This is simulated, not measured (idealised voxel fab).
Process module name: voxel self aligned contacts
The cross-section on display is named cut; it measures 200 nm wide, and its cells are 5 nm squares.
Each cross-section below is a grid of square cells, stated as bands in top-down order, with one or more rows of cells making up each band. Read a band's entry like this: the first values are the height of its top and the height of its bottom in nm, and what follows is the sequence of materials from left to right, each with its width in nm. Note that "empty" is empty space, and that a single material marked "full width" reaches across the band from edge to edge. Heights are expressed relative to 0, this being the level below which the as-received wafer comprises one material exclusively. The lowest band is unbounded in the downward direction and is denoted as in "0 and below". Quick explanation for "30..40": the width changes in equal steps down the rows of cells, from the first number in the band's top row to the second number in its bottom row. A step reported as "no alteration" is a step in which no cell of the cross-section changed. Fully enclosed voids: empty space of 8 cells or more with no open way to the top, each as width x height at its distance from the left edge, in nm. On each step's line, the part that comes after the settings is the simulator's own comment on the step. What "overlay nm" on a step's line means: if the step has a mask, that mask lay this far to the right of its planned place, or, when the value is negative, to the left.
-- plan
step 1: RECEIVE, material Si
step 2: OXIDIZE, depth nm 5
step 3: DIRECTIONAL_DEP, material polySi, thk nm 30
step 4: DIRECTIONAL_DEP, material SiN, thk nm 20
step 5: MASKED_ETCH, tone cover, mask id GATE, width nm 30, pitch nm 65, etch materials SiN, depth nm 20, overlay nm 0
step 6: MASKED_ETCH, tone cover, mask id GATE, width nm 30, pitch nm 65, etch materials polySi, depth nm 30, overlay nm 0
step 7: CONFORMAL_DEP, material SiN, thk nm 10
step 8: DIRECTIONAL_ETCH, etch materials SiN, depth nm 10
step 9: FILL_DEP, material SiO2, thk nm 20
step 10: CMP, height nm 60
step 11: PATTERN, tone open, mask id CONTACT, material resist, width nm 45, thk nm 20, overlay nm 0
step 12: DIRECTIONAL_ETCH, etch materials SiO2, depth nm 65
step 13: STRIP, etch materials resist
step 14: CONFORMAL_DEP, material TiN, thk nm 5
step 15: FILL_DEP, material W, thk nm 10
step 16: CMP, height nm 60
step 17: CONFORMAL_DEP, material SiN, thk nm 5
-- As-received state of the wafer in cross-section, equivalent to post-step 1
  0 and below: Si full width
  Fully enclosed voids: none
-- Wafer at module end, in section. Began as above, planned as above, run with one mistake
  65 down to 60: SiN full width
  60 down to 50: W (70..35); TiN (5..40); SiO2 (45); TiN (5..40); W (75..40)
  50 down to 30: W (35); TiN (5); SiN (50); SiO2 (15); SiN (50); TiN (5); W (40)
  30 down to 0: W (35); TiN (5); SiN (10); polySi (30); SiN (10); SiO2 (15); SiN (10); polySi (30); SiN (10); TiN (5); W (40)
  0 down to -5: TiN (40); SiO2 (115); TiN (45)
  -5 and below: Si full width
  Fully enclosed voids: none
Error vs. plan: step 11, actual vs plan mismatch, actual run PATTERN, tone cover, mask id CONTACT, material resist, width nm 45, thk nm 20, overlay nm 0
